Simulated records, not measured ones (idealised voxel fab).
process module | voxel wiring stack
cross-section cut | 300 nm wide | cells 5 nm
A cross-section is a grid of square cells, given in bands from the top down. A band is one or more rows of cells.
Each band's line starts with the height of the band's top and of its bottom, in nm. Then come its materials from left to right, each with its width in nm. One material with "throughout" fills the band from edge to edge. "air" is empty space.
Height 0 is the level under which the wafer as received is all one material. The lowest band goes on downwards, as in "0 down".
A width such as "30 to 40" changes by the same amount from each row of cells to the next, from the band's top row to its bottom row.
"no change" after a step means that no cell of the cross-section changed.
closed voids: empty space of 8 cells or more with no open way to the top, each as width x height at its distance from the left edge, in nm
after a step's settings: what the simulator itself notes on the step
overlay nm, on a step with a mask: how far to the right of its planned place the mask lay; to the left if negative
plan
1 op RECEIVE | material Si
2 op CONFORMAL_DEP | material SiO2 | thk nm 15
3 op CONFORMAL_DEP | material SiCN | thk nm 5
4 op DIRECTIONAL_DEP | material lowk | thk nm 15
5 op DIRECTIONAL_DEP | material aC | thk nm 10
6 op PATTERN | tone open | mask id METAL_1 | material resist | width nm 25 | pitch nm 40 | thk nm 30 | overlay nm 0
7 op DIRECTIONAL_ETCH | etch materials aC | depth nm 10
8 op STRIP | etch materials resist
9 op DIRECTIONAL_ETCH | etch materials lowk | depth nm 15
10 op DIRECTIONAL_ETCH | etch materials SiCN | depth nm 5
11 op STRIP | etch materials aC
12 op CONFORMAL_DEP | material TiN | thk nm 5
13 op FILL_DEP | material Ru | thk nm 10
14 op CMP | height nm 35
15 op EPI | material Ru | thk nm 5
16 op FILL_DEP | material SiCN | thk nm 5
17 op DIRECTIONAL_DEP | material lowk | thk nm 15
18 op DIRECTIONAL_DEP | material aC | thk nm 10
19 op PATTERN | tone open | mask id PLUG_1 | material resist | width nm 15 | pitch nm 40 | thk nm 25 | overlay nm 0
20 op DIRECTIONAL_ETCH | etch materials aC | depth nm 10
21 op STRIP | etch materials resist
22 op DIRECTIONAL_ETCH | etch materials lowk | depth nm 15
23 op DIRECTIONAL_ETCH | etch materials SiCN | depth nm 5
24 op STRIP | etch materials aC
25 op EPI | material Ru | thk nm 10
26 op EPI | material Ru | thk nm 10
27 op DIRECTIONAL_DEP | material TiN | thk nm 5
28 op DIRECTIONAL_DEP | material W | thk nm 20
29 op PATTERN | tone cover | mask id METAL_2 | material resist | width nm 25 | pitch nm 40 | thk nm 15 | overlay nm 0
30 op DIRECTIONAL_ETCH | etch materials W | depth nm 20
31 op DIRECTIONAL_ETCH | etch materials TiN | depth nm 5
32 op STRIP | etch materials resist
33 op FILL_DEP | material SiO2 | thk nm 5
34 op CMP | height nm 85
35 op CONFORMAL_DEP | material SiCN | thk nm 5
36 op DIRECTIONAL_DEP | material SiO2 | thk nm 35
37 op DIRECTIONAL_DEP | material aC | thk nm 15
38 op PATTERN | tone open | mask id METAL_3 | material resist | width nm 25 | pitch nm 40 | thk nm 35 | overlay nm 0
39 op DIRECTIONAL_ETCH | etch materials aC | depth nm 15
40 op STRIP | etch materials resist
41 op DIRECTIONAL_ETCH | etch materials SiO2 | depth nm 20
42 op STRIP | etch materials aC
43 op PATTERN | tone open | mask id METAL_3_HOLES | material resist | width nm 15 | thk nm 15 | overlay nm 0
44 op DIRECTIONAL_ETCH | etch materials SiO2 | depth nm 15
45 op DIRECTIONAL_ETCH | etch materials SiCN | depth nm 5
46 op STRIP | etch materials resist
47 op CONFORMAL_DEP | material TiN | thk nm 5
48 op FILL_DEP | material Ru | thk nm 10
49 op CMP | height nm 125
50 op CONFORMAL_DEP | material SiCN | thk nm 5
51 op DIRECTIONAL_DEP | material lowk | thk nm 25
52 op PATTERN | tone open | mask id METAL_4_HOLES | material resist | width nm 15 | pitch nm 40 | thk nm 20 | overlay nm 0
53 op DIRECTIONAL_ETCH | etch materials lowk | depth nm 25
54 op STRIP | etch materials resist
55 op PATTERN | tone open | mask id METAL_4 | material resist | width nm 25 | pitch nm 40 | thk nm 20 | overlay nm 0
56 op DIRECTIONAL_ETCH | etch materials lowk | depth nm 15
57 op DIRECTIONAL_ETCH | etch materials SiCN | depth nm 5
58 op STRIP | etch materials resist
59 op CONFORMAL_DEP | material TiN | thk nm 5
60 op FILL_DEP | material Cu | thk nm 5
61 op CMP | height nm 155
62 op CONFORMAL_DEP | material SiCN | thk nm 5
first wafer, as planned
as received, after step 1
  0 down: Si throughout
  closed voids: none
after step 2
  15 to 0: SiO2 throughout
  below 0: unchanged
after step 3
  20 to 15: SiCN throughout
  below 15: unchanged
after step 4
  35 to 20: lowk throughout
  below 20: unchanged
after step 5
  45 to 35: aC throughout
  below 35: unchanged
after step 6
  75 to 45: resist 115 | air 25 | resist 15 | air 25 | resist 120
  below 45: unchanged
after step 7
  65 to 45: resist 115 | air 25 | resist 15 | air 25 | resist 120
  45 to 35: aC 115 | air 25 | aC 15 | air 25 | aC 120
  below 35: unchanged
after step 8
  45 to 35: aC 115 | air 25 | aC 15 | air 25 | aC 120
  below 35: unchanged
after step 9
  45 to 35: aC 115 | air 25 | aC 15 | air 25 | aC 120
  35 to 20: lowk 115 | air 25 | lowk 15 | air 25 | lowk 120
  below 20: unchanged
after step 10
  45 to 35: aC 115 | air 25 | aC 15 | air 25 | aC 120
  35 to 20: lowk 115 | air 25 | lowk 15 | air 25 | lowk 120
  20 to 15: SiCN 115 | air 25 | SiCN 15 | air 25 | SiCN 120
  below 15: unchanged
after step 11
  35 to 20: lowk 115 | air 25 | lowk 15 | air 25 | lowk 120
  below 20: unchanged
after step 12
  40 to 35: TiN 120 | air 15 | TiN 25 | air 15 | TiN 125
  35 to 20: lowk 115 | TiN 5 | air 15 | TiN 5 | lowk 15 | TiN 5 | air 15 | TiN 5 | lowk 120
  20 to 15: SiCN 115 | TiN 25 | SiCN 15 | TiN 25 | SiCN 120
  below 15: unchanged
after step 13
  50 to 40: Ru throughout
  40 to 35: TiN 120 | Ru 15 | TiN 25 | Ru 15 | TiN 125
  35 to 20: lowk 115 | TiN 5 | Ru 15 | TiN 5 | lowk 15 | TiN 5 | Ru 15 | TiN 5 | lowk 120
  below 20: unchanged
after step 14
  35 to 20: lowk 115 | TiN 5 | Ru 15 | TiN 5 | lowk 15 | TiN 5 | Ru 15 | TiN 5 | lowk 120
  below 20: unchanged
after step 15
  40 to 35: air 110 | Ru 35 | air 5 | Ru 35 | air 115
  below 35: unchanged
after step 16
  45 to 40: SiCN throughout
  40 to 35: SiCN 110 | Ru 35 | SiCN 5 | Ru 35 | SiCN 115
  below 35: unchanged
after step 17
  60 to 45: lowk throughout
  below 45: unchanged
after step 18
  70 to 60: aC throughout
  below 60: unchanged
after step 19
  95 to 70: resist 115 | air 15 | resist 25 | air 15 | resist 130
  below 70: unchanged
after step 20
  85 to 70: resist 115 | air 15 | resist 25 | air 15 | resist 130
  70 to 60: aC 115 | air 15 | aC 25 | air 15 | aC 130
  below 60: unchanged
after step 21
  70 to 60: aC 115 | air 15 | aC 25 | air 15 | aC 130
  below 60: unchanged
after step 22
  70 to 60: aC 115 | air 15 | aC 25 | air 15 | aC 130
  60 to 45: lowk 115 | air 15 | lowk 25 | air 15 | lowk 130
  below 45: unchanged
after step 23
  70 to 60: aC 115 | air 15 | aC 25 | air 15 | aC 130
  60 to 45: lowk 115 | air 15 | lowk 25 | air 15 | lowk 130
  45 to 40: SiCN 115 | air 15 | SiCN 25 | air 15 | SiCN 130
  below 40: unchanged
after step 24
  60 to 45: lowk 115 | air 15 | lowk 25 | air 15 | lowk 130
  below 45: unchanged
after step 25
  60 to 50: lowk 115 | air 15 | lowk 25 | air 15 | lowk 130
  50 to 45: lowk 115 | Ru 15 | lowk 25 | Ru 15 | lowk 130
  45 to 35: SiCN 115 to 110 | Ru 15 to 35 | SiCN 25 to 5 | Ru 15 to 35 | SiCN 130 to 115
  below 35: unchanged
after step 26
  60 to 45: lowk 115 | Ru 15 | lowk 25 | Ru 15 | lowk 130
  below 45: unchanged
after step 27
  65 to 60: TiN throughout
  below 60: unchanged
after step 28
  85 to 65: W throughout
  below 65: unchanged
after step 29
  100 to 85: air 115 | resist 25 | air 15 | resist 25 | air 120
  below 85: unchanged
after step 30
  100 to 85: air 115 | resist 25 | air 15 | resist 25 | air 120
  85 to 65: air 115 | W 25 | air 15 | W 25 | air 120
  below 65: unchanged
after step 31
  100 to 85: air 115 | resist 25 | air 15 | resist 25 | air 120
  85 to 65: air 115 | W 25 | air 15 | W 25 | air 120
  65 to 60: air 115 | TiN 25 | air 15 | TiN 25 | air 120
  below 60: unchanged
after step 32
  85 to 65: air 115 | W 25 | air 15 | W 25 | air 120
  below 65: unchanged
after step 33
  90 to 85: SiO2 throughout
  85 to 65: SiO2 115 | W 25 | SiO2 15 | W 25 | SiO2 120
  65 to 60: SiO2 115 | TiN 25 | SiO2 15 | TiN 25 | SiO2 120
  below 60: unchanged
after step 34
  85 to 65: SiO2 115 | W 25 | SiO2 15 | W 25 | SiO2 120
  below 65: unchanged
after step 35
  90 to 85: SiCN throughout
  below 85: unchanged
after step 36
  125 to 90: SiO2 throughout
  below 90: unchanged
after step 37
  140 to 125: aC throughout
  below 125: unchanged
after step 38
  175 to 140: resist 115 | air 25 | resist 15 | air 25 | resist 120
  below 140: unchanged
after step 39
  160 to 140: resist 115 | air 25 | resist 15 | air 25 | resist 120
  140 to 125: aC 115 | air 25 | aC 15 | air 25 | aC 120
  below 125: unchanged
after step 40
  140 to 125: aC 115 | air 25 | aC 15 | air 25 | aC 120
  below 125: unchanged
after step 41
  140 to 125: aC 115 | air 25 | aC 15 | air 25 | aC 120
  125 to 105: SiO2 115 | air 25 | SiO2 15 | air 25 | SiO2 120
  below 105: unchanged
after step 42
  125 to 105: SiO2 115 | air 25 | SiO2 15 | air 25 | SiO2 120
  below 105: unchanged
after step 43
  140 to 125: resist 115 | air 15 | resist 170
  125 to 105: SiO2 115 | air 15 | resist 10 | SiO2 15 | resist 25 | SiO2 120
  below 105: unchanged
after step 44
  140 to 125: resist 115 | air 15 | resist 170
  125 to 105: SiO2 115 | air 15 | resist 10 | SiO2 15 | resist 25 | SiO2 120
  105 to 90: SiO2 115 | air 15 | SiO2 170
  below 90: unchanged
after step 45
  140 to 125: resist 115 | air 15 | resist 170
  125 to 105: SiO2 115 | air 15 | resist 10 | SiO2 15 | resist 25 | SiO2 120
  105 to 90: SiO2 115 | air 15 | SiO2 170
  90 to 85: SiCN 115 | air 15 | SiCN 170
  below 85: unchanged
after step 46
  125 to 105: SiO2 115 | air 25 | SiO2 15 | air 25 | SiO2 120
  below 105: unchanged
after step 47
  130 to 125: TiN 120 | air 15 | TiN 25 | air 15 | TiN 125
  125 to 110: SiO2 115 | TiN 5 | air 15 | TiN 5 | SiO2 15 | TiN 5 | air 15 | TiN 5 | SiO2 120
  110 to 105: SiO2 115 | TiN 5 | air 5 | TiN 15 | SiO2 15 | TiN 25 | SiO2 120
  105 to 90: SiO2 115 | TiN 5 | air 5 | TiN 5 | SiO2 170
  90 to 85: SiCN 115 | TiN 15 | SiCN 170
  below 85: unchanged
after step 48
  140 to 130: Ru throughout
  130 to 125: TiN 120 | Ru 15 | TiN 25 | Ru 15 | TiN 125
  125 to 110: SiO2 115 | TiN 5 | Ru 15 | TiN 5 | SiO2 15 | TiN 5 | Ru 15 | TiN 5 | SiO2 120
  110 to 105: SiO2 115 | TiN 5 | Ru 5 | TiN 15 | SiO2 15 | TiN 25 | SiO2 120
  105 to 90: SiO2 115 | TiN 5 | Ru 5 | TiN 5 | SiO2 170
  below 90: unchanged
after step 49
  125 to 110: SiO2 115 | TiN 5 | Ru 15 | TiN 5 | SiO2 15 | TiN 5 | Ru 15 | TiN 5 | SiO2 120
  below 110: unchanged
after step 50
  130 to 125: SiCN throughout
  below 125: unchanged
after step 51
  155 to 130: lowk throughout
  below 130: unchanged
after step 52
  175 to 155: resist 115 | air 15 | resist 25 | air 15 | resist 130
  below 155: unchanged
after step 53
  175 to 155: resist 115 | air 15 | resist 25 | air 15 | resist 130
  155 to 130: lowk 115 | air 15 | lowk 25 | air 15 | lowk 130
  below 130: unchanged
after step 54
  155 to 130: lowk 115 | air 15 | lowk 25 | air 15 | lowk 130
  below 130: unchanged
after step 55
  175 to 155: resist 115 | air 25 | resist 15 | air 25 | resist 120
  below 155: unchanged
after step 56
  175 to 155: resist 115 | air 25 | resist 15 | air 25 | resist 120
  155 to 140: lowk 115 | air 25 | lowk 15 | air 25 | lowk 120
  below 140: unchanged
after step 57
  175 to 155: resist 115 | air 25 | resist 15 | air 25 | resist 120
  155 to 140: lowk 115 | air 25 | lowk 15 | air 25 | lowk 120
  140 to 130: lowk 115 | air 15 | lowk 25 | air 15 | lowk 130
  130 to 125: SiCN 115 | air 15 | SiCN 25 | air 15 | SiCN 130
  below 125: unchanged
after step 58
  155 to 140: lowk 115 | air 25 | lowk 15 | air 25 | lowk 120
  below 140: unchanged
after step 59
  160 to 155: TiN 120 | air 15 | TiN 25 | air 15 | TiN 125
  155 to 145: lowk 115 | TiN 5 | air 15 | TiN 5 | lowk 15 | TiN 5 | air 15 | TiN 5 | lowk 120
  145 to 140: lowk 115 | TiN 5 | air 5 | TiN 15 | lowk 15 | TiN 5 | air 5 | TiN 15 | lowk 120
  140 to 130: lowk 115 | TiN 5 | air 5 | TiN 5 | lowk 25 | TiN 5 | air 5 | TiN 5 | lowk 130
  130 to 125: SiCN 115 | TiN 15 | SiCN 25 | TiN 15 | SiCN 130
  below 125: unchanged
after step 60
  165 to 160: Cu throughout
  160 to 155: TiN 120 | Cu 15 | TiN 25 | Cu 15 | TiN 125
  155 to 145: lowk 115 | TiN 5 | Cu 15 | TiN 5 | lowk 15 | TiN 5 | Cu 15 | TiN 5 | lowk 120
  145 to 140: lowk 115 | TiN 5 | Cu 5 | TiN 15 | lowk 15 | TiN 5 | Cu 5 | TiN 15 | lowk 120
  140 to 130: lowk 115 | TiN 5 | Cu 5 | TiN 5 | lowk 25 | TiN 5 | Cu 5 | TiN 5 | lowk 130
  below 130: unchanged
after step 61
  155 to 145: lowk 115 | TiN 5 | Cu 15 | TiN 5 | lowk 15 | TiN 5 | Cu 15 | TiN 5 | lowk 120
  below 145: unchanged
after step 62
  160 to 155: SiCN throughout
  below 155: unchanged
second wafer: like start, like plan, one mistake. Through step 37 it matches the first wafer
when step 38 should have ended
  175 to 140: resist 120 | air 15 | resist 25 | air 15 | resist 125
  below 140: unchanged
when step 39 should have ended
  160 to 140: resist 120 | air 15 | resist 25 | air 15 | resist 125
  140 to 125: aC 120 | air 15 | aC 25 | air 15 | aC 125
  below 125: unchanged
when step 40 should have ended
  140 to 125: aC 120 | air 15 | aC 25 | air 15 | aC 125
  below 125: unchanged
when step 41 should have ended
  140 to 125: aC 120 | air 15 | aC 25 | air 15 | aC 125
  125 to 105: SiO2 120 | air 15 | SiO2 25 | air 15 | SiO2 125
  below 105: unchanged
when step 42 should have ended
  125 to 105: SiO2 120 | air 15 | SiO2 25 | air 15 | SiO2 125
  below 105: unchanged
when step 43 should have ended
  140 to 125: resist 115 | air 15 | resist 170
  125 to 105: SiO2 120 | air 10 | resist 5 | SiO2 25 | resist 15 | SiO2 125
  below 105: unchanged
when step 44 should have ended
  140 to 125: resist 115 | air 15 | resist 170
  125 to 110: SiO2 115 | air 15 | resist 5 | SiO2 25 | resist 15 | SiO2 125
  110 to 105: SiO2 120 | air 10 | resist 5 | SiO2 25 | resist 15 | SiO2 125
  105 to 90: SiO2 120 | air 10 | SiO2 170
  below 90: unchanged
when step 45 should have ended
  140 to 125: resist 115 | air 15 | resist 170
  125 to 110: SiO2 115 | air 15 | resist 5 | SiO2 25 | resist 15 | SiO2 125
  110 to 105: SiO2 120 | air 10 | resist 5 | SiO2 25 | resist 15 | SiO2 125
  105 to 90: SiO2 120 | air 10 | SiO2 170
  90 to 85: SiCN 120 | air 10 | SiCN 170
  below 85: unchanged
when step 46 should have ended
  125 to 110: SiO2 115 | air 20 | SiO2 25 | air 15 | SiO2 125
  110 to 105: SiO2 120 | air 15 | SiO2 25 | air 15 | SiO2 125
  below 105: unchanged
when step 47 should have ended
  130 to 125: TiN 120 | air 10 | TiN 35 | air 5 | TiN 130
  125 to 115: SiO2 115 | TiN 5 | air 10 | TiN 5 | SiO2 25 | TiN 5 | air 5 | TiN 5 | SiO2 125
  115 to 110: SiO2 115 | TiN 10 | air 5 | TiN 5 | SiO2 25 | TiN 5 | air 5 | TiN 5 | SiO2 125
  110 to 105: SiO2 120 | TiN 15 | SiO2 25 | TiN 15 | SiO2 125
  105 to 90: SiO2 120 | TiN 10 | SiO2 170
  90 to 85: SiCN 120 | TiN 10 | SiCN 170
  below 85: unchanged
when step 48 should have ended
  140 to 130: Ru throughout
  130 to 125: TiN 120 | Ru 10 | TiN 35 | Ru 5 | TiN 130
  125 to 115: SiO2 115 | TiN 5 | Ru 10 | TiN 5 | SiO2 25 | TiN 5 | Ru 5 | TiN 5 | SiO2 125
  115 to 110: SiO2 115 | TiN 10 | Ru 5 | TiN 5 | SiO2 25 | TiN 5 | Ru 5 | TiN 5 | SiO2 125
  below 110: unchanged
when step 49 should have ended
  125 to 115: SiO2 115 | TiN 5 | Ru 10 | TiN 5 | SiO2 25 | TiN 5 | Ru 5 | TiN 5 | SiO2 125
  below 115: unchanged
when step 50 should have ended
  130 to 125: SiCN throughout
  below 125: unchanged
when step 51 should have ended
  155 to 130: lowk throughout
  below 130: unchanged
when step 52 should have ended
  175 to 155: resist 115 | air 15 | resist 25 | air 15 | resist 130
  below 155: unchanged
when step 53 should have ended
  175 to 155: resist 115 | air 15 | resist 25 | air 15 | resist 130
  155 to 130: lowk 115 | air 15 | lowk 25 | air 15 | lowk 130
  below 130: unchanged
when step 54 should have ended
  155 to 130: lowk 115 | air 15 | lowk 25 | air 15 | lowk 130
  below 130: unchanged
when step 55 should have ended
  175 to 155: resist 115 | air 25 | resist 15 | air 25 | resist 120
  below 155: unchanged
when step 56 should have ended
  175 to 155: resist 115 | air 25 | resist 15 | air 25 | resist 120
  155 to 140: lowk 115 | air 25 | lowk 15 | air 25 | lowk 120
  below 140: unchanged
when step 57 should have ended
  175 to 155: resist 115 | air 25 | resist 15 | air 25 | resist 120
  155 to 140: lowk 115 | air 25 | lowk 15 | air 25 | lowk 120
  140 to 130: lowk 115 | air 15 | lowk 25 | air 15 | lowk 130
  130 to 125: SiCN 115 | air 15 | SiCN 25 | air 15 | SiCN 130
  below 125: unchanged
when step 58 should have ended
  155 to 140: lowk 115 | air 25 | lowk 15 | air 25 | lowk 120
  below 140: unchanged
when step 59 should have ended
  160 to 155: TiN 120 | air 15 | TiN 25 | air 15 | TiN 125
  155 to 145: lowk 115 | TiN 5 | air 15 | TiN 5 | lowk 15 | TiN 5 | air 15 | TiN 5 | lowk 120
  145 to 140: lowk 115 | TiN 5 | air 5 | TiN 15 | lowk 15 | TiN 5 | air 5 | TiN 15 | lowk 120
  140 to 130: lowk 115 | TiN 5 | air 5 | TiN 5 | lowk 25 | TiN 5 | air 5 | TiN 5 | lowk 130
  130 to 125: SiCN 115 | TiN 15 | SiCN 25 | TiN 15 | SiCN 130
  below 125: unchanged
when step 60 should have ended
  165 to 160: Cu throughout
  160 to 155: TiN 120 | Cu 15 | TiN 25 | Cu 15 | TiN 125
  155 to 145: lowk 115 | TiN 5 | Cu 15 | TiN 5 | lowk 15 | TiN 5 | Cu 15 | TiN 5 | lowk 120
  145 to 140: lowk 115 | TiN 5 | Cu 5 | TiN 15 | lowk 15 | TiN 5 | Cu 5 | TiN 15 | lowk 120
  140 to 130: lowk 115 | TiN 5 | Cu 5 | TiN 5 | lowk 25 | TiN 5 | Cu 5 | TiN 5 | lowk 130
  below 130: unchanged
when step 61 should have ended
  155 to 145: lowk 115 | TiN 5 | Cu 15 | TiN 5 | lowk 15 | TiN 5 | Cu 15 | TiN 5 | lowk 120
  below 145: unchanged
when step 62 should have ended
  160 to 155: SiCN throughout
  below 155: unchanged
what went wrong: step 38 ran as: op PATTERN | tone open | mask id METAL_3 | material resist | width nm 15 | pitch nm 40 | thk nm 35 | overlay nm 0
at the end the second wafer has, in cells: 14 fewer of Ru | 1 more of SiCN | 16 more of SiO2 | 3 fewer of TiN
